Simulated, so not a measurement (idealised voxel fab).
The following is a process module called voxel local oxidation.
We display cut, a cross-section 225 nm in width whose square cells are each 5 nm.
Reading order for cross-sections: top band down to bottom band. Underlying form: a grid of square cells. Band size: one or more rows of cells. In this notation a band is specified by the heights of its top and bottom, in that order and in nm, after which its materials appear from left to right, each paired with its width in nm. The word "edge to edge" attached to a single material means that material fills the band from edge to edge; the word "blank" stands for empty space. Zero point of the height axis is 0; under it, received wafer = one material. Lowest band: continues down indefinitely, "0 nm and below". Width: "30..40" (first number = top row, second number = bottom row, same change from row to row of cells). When a step is marked "same as before", none of the cells in the cross-section changed during that step. "Enclosed cavities" lists enclosed empty spaces (at least 8 cells, no open path upward to the top), each as width x height at distance from the left edge, in nm. Anything after a step's settings on that line? It's the simulator's own note about the step. overlay nm: how far to the right of its planned place the mask lay on this masked step (negative: to the left). Note: before/after cross-section pairs follow, one process step per pair, after-side truncated at the lowest changed band, step and settings given beneath. Different runs of this module on the same starting wafer may supply the pairs; a pair continues the one above only where the "Pre-processing view" entry says so.
# Pre-processing view
	0 nm and below | Si edge to edge
	Enclosed cavities: none
# Post-Step Section View
	0 nm to -5 nm | SiO2 edge to edge
	Below -5 it's all the same as before, nothing changed down there.
	Enclosed cavities: none
The two cross-sections above are separated by a single process step, namely OXIDIZE | depth nm 5
Pre-processing view: The cross-section prior to this step is the one presented after the step of the pair immediately above.
# Post-Step Section View
	15 nm to 0 nm | SiN edge to edge
	Below 0 it's all the same as before, nothing changed down there.
	Enclosed cavities: none
The two cross-sections above are separated by a single process step, namely CONFORMAL_DEP | material SiN | thk nm 15
Pre-processing view: The cross-section prior to this step is the one presented after the step of the pair immediately above.
# Post-Step Section View
	15 nm to 0 nm | blank=65  SiN=95  blank=65
	Below 0 it's all the same as before, nothing changed down there.
	Enclosed cavities: none
The two cross-sections above are separated by a single process step, namely MASKED_ETCH | tone cover | mask id ACTIVE | width nm 95 | etch materials SiN | depth nm 15 | overlay nm 0
Pre-processing view: The cross-section prior to this step is the one presented after the step of the pair immediately above.
# Post-Step Section View
	15 nm to 0 nm | blank=65  SiN=95  blank=65
	0 nm to -5 nm | blank=70  SiO2=85  blank=70
	Below -5 it's all the same as before, nothing changed down there.
	Enclosed cavities: none
The two cross-sections above are separated by a single process step, namely SELECTIVE_ETCH | etch materials SiO2 | depth nm 5
Pre-processing view: The cross-section prior to this step is the one presented after the step of the pair immediately above.
# Post-Step Section View
	15 nm to 0 nm | blank=65  SiN=95  blank=65
	0 nm to -5 nm | blank=70  SiO2=85  blank=70
	-5 nm to -20 nm | SiO2=85  Si=55  SiO2=85
	Below -20 it's all the same as before, nothing changed down there.
	Enclosed cavities: none
The two cross-sections above are separated by a single process step, namely OXIDIZE | depth nm 15
Pre-processing view: The cross-section prior to this step is the one presented after the step of the pair immediately above.
# Post-Step Section View
	0 nm to -5 nm | blank=70  SiO2=85  blank=70
	Below -5 it's all the same as before, nothing changed down there.
	Enclosed cavities: none
The two cross-sections above are separated by a single process step, namely STRIP | etch materials SiN
# Pre-processing view
	15 nm to 0 nm | blank=65  SiN=95  blank=65
	0 nm to -5 nm | blank=70  SiO2=85  blank=70
	-5 nm and below | Si edge to edge
	Enclosed cavities: none
# Post-Step Section View
	0 nm to -5 nm | blank=70  SiO2=85  blank=70
	Below -5 it's all the same as before, nothing changed down there.
	Enclosed cavities: none
The two cross-sections above are separated by a single process step, namely STRIP | etch materials SiN
Pre-processing view: The cross-section prior to this step is the one presented after the step of the pair immediately above.
# Post-Step Section View
	0 nm to -5 nm | blank=70  SiO2=85  blank=70
	-5 nm to -20 nm | SiO2=85  Si=55  SiO2=85
	Below -20 it's all the same as before, nothing changed down there.
	Enclosed cavities: none
The two cross-sections above are separated by a single process step, namely OXIDIZE | depth nm 15
# Pre-processing view
	15 nm to 0 nm | blank=65  SiN=95  blank=65
	0 nm to -5 nm | blank=70  SiO2=85  blank=70
	-5 nm and below | Si edge to edge
	Enclosed cavities: none
# Post-Step Section View
	15 nm to 0 nm | blank=65  SiN=95  blank=65
	0 nm to -5 nm | blank=70  SiO2=85  blank=70
	-5 nm to -30 nm | SiO2=95  Si=35  SiO2=95
	Below -30 it's all the same as before, nothing changed down there.
	Enclosed cavities: none
The two cross-sections above are separated by a single process step, namely OXIDIZE | depth nm 25
Pre-processing view: The cross-section prior to this step is the one presented after the step of the pair immediately above.
# Post-Step Section View
	0 nm to -5 nm | blank=70  SiO2=85  blank=70
	Below -5 it's all the same as before, nothing changed down there.
	Enclosed cavities: none
The two cross-sections above are separated by a single process step, namely STRIP | etch materials SiN
# Pre-processing view
	15 nm to 0 nm | SiN edge to edge
	0 nm to -5 nm | SiO2 edge to edge
	-5 nm and below | Si edge to edge
	Enclosed cavities: none
# Post-Step Section View
	15 nm to 0 nm | blank=70  SiN=90  blank=65
	Below 0 it's all the same as before, nothing changed down there.
	Enclosed cavities: none
The two cross-sections above are separated by a single process step, namely MASKED_ETCH | tone cover | mask id ACTIVE | width nm 90 | etch materials SiN | depth nm 15 | overlay nm 0
Pre-processing view: The cross-section prior to this step is the one presented after the step of the pair immediately above.
# Post-Step Section View
	15 nm to 0 nm | blank=70  SiN=90  blank=65
	0 nm to -5 nm | blank=75  SiO2=80  blank=70
	Below -5 it's all the same as before, nothing changed down there.
	Enclosed cavities: none
The two cross-sections above are separated by a single process step, namely SELECTIVE_ETCH | etch materials SiO2 | depth nm 5
Pre-processing view: The cross-section prior to this step is the one presented after the step of the pair immediately above.
# Post-Step Section View
	15 nm to 0 nm | blank=70  SiN=90  blank=65
	0 nm to -5 nm | blank=75  SiO2=80  blank=70
	-5 nm to -20 nm | SiO2=90  Si=50  SiO2=85
	Below -20 it's all the same as before, nothing changed down there.
	Enclosed cavities: none
The two cross-sections above are separated by a single process step, namely OXIDIZE | depth nm 15
Pre-processing view: The cross-section prior to this step is the one presented after the step of the pair immediately above.
# Post-Step Section View
	0 nm to -5 nm | blank=75  SiO2=80  blank=70
	Below -5 it's all the same as before, nothing changed down there.
	Enclosed cavities: none
The two cross-sections above are separated by a single process step, namely STRIP | etch materials SiN
# Pre-processing view
	15 nm to 0 nm | SiN edge to edge
	0 nm to -5 nm | SiO2 edge to edge
	-5 nm and below | Si edge to edge
	Enclosed cavities: none
# Post-Step Section View
	15 nm to 0 nm | blank=55  SiN=95  blank=75
	Below 0 it's all the same as before, nothing changed down there.
	Enclosed cavities: none
The two cross-sections above are separated by a single process step, namely MASKED_ETCH | tone cover | mask id ACTIVE | width nm 95 | etch materials SiN | depth nm 15 | overlay nm -10
Pre-processing view: The cross-section prior to this step is the one presented after the step of the pair immediately above.
# Post-Step Section View
	15 nm to 0 nm | blank=55  SiN=95  blank=75
	0 nm to -5 nm | blank=60  SiO2=85  blank=80
	Below -5 it's all the same as before, nothing changed down there.
	Enclosed cavities: none
The two cross-sections above are separated by a single process step, namely SELECTIVE_ETCH | etch materials SiO2 | depth nm 5
Pre-processing view: The cross-section prior to this step is the one presented after the step of the pair immediately above.
# Post-Step Section View
	15 nm to 0 nm | blank=55  SiN=95  blank=75
	0 nm to -5 nm | blank=60  SiO2=85  blank=80
	-5 nm to -20 nm | SiO2=75  Si=55  SiO2=95
	Below -20 it's all the same as before, nothing changed down there.
	Enclosed cavities: none
The two cross-sections above are separated by a single process step, namely OXIDIZE | depth nm 15
Pre-processing view: The cross-section prior to this step is the one presented after the step of the pair immediately above.
# Post-Step Section View
	0 nm to -5 nm | blank=60  SiO2=85  blank=80
	Below -5 it's all the same as before, nothing changed down there.
	Enclosed cavities: none
The two cross-sections above are separated by a single process step, namely STRIP | etch materials SiN
# Pre-processing view
	15 nm to 0 nm | blank=65  SiN=95  blank=65
	0 nm to -5 nm | blank=70  SiO2=85  blank=70
	-5 nm to -20 nm | SiO2=85  Si=55  SiO2=85
	-20 nm and below | Si edge to edge
	Enclosed cavities: none
# Post-Step Section View
	-5 nm to -20 nm | blank=85  Si=55  blank=85
	Below -20 it's all the same as before, nothing changed down there.
	Enclosed cavities: none
The two cross-sections above are separated by a single process step, namely STRIP | etch materials SiO2
# Pre-processing view
	15 nm to 0 nm | SiN edge to edge
	0 nm to -5 nm | SiO2 edge to edge
	-5 nm and below | Si edge to edge
	Enclosed cavities: none
# Post-Step Section View
	15 nm to 0 nm | SiN=65  blank=95  SiN=65
	Below 0 it's all the same as before, nothing changed down there.
	Enclosed cavities: none
The two cross-sections above are separated by a single process step, namely MASKED_ETCH | tone open | mask id ACTIVE | width nm 95 | etch materials SiN | depth nm 15 | overlay nm 0
Pre-processing view: The cross-section prior to this step is the one presented after the step of the pair immediately above.
# Post-Step Section View
	15 nm to 0 nm | SiN=65  blank=95  SiN=65
	0 nm to -5 nm | SiO2=60  blank=105  SiO2=60
	Below -5 it's all the same as before, nothing changed down there.
	Enclosed cavities: none
The two cross-sections above are separated by a single process step, namely SELECTIVE_ETCH | etch materials SiO2 | depth nm 5
Pre-processing view: The cross-section prior to this step is the one presented after the step of the pair immediately above.
# Post-Step Section View
	15 nm to 0 nm | SiN=65  blank=95  SiN=65
	0 nm to -5 nm | SiO2=60  blank=105  SiO2=60
	-5 nm to -20 nm | Si=45  SiO2=135  Si=45
	Below -20 it's all the same as before, nothing changed down there.
	Enclosed cavities: none
The two cross-sections above are separated by a single process step, namely OXIDIZE | depth nm 15
Pre-processing view: The cross-section prior to this step is the one presented after the step of the pair immediately above.
# Post-Step Section View
	0 nm to -5 nm | SiO2=60  blank=105  SiO2=60
	Below -5 it's all the same as before, nothing changed down there.
	Enclosed cavities: none
The two cross-sections above are separated by a single process step, namely STRIP | etch materials SiN
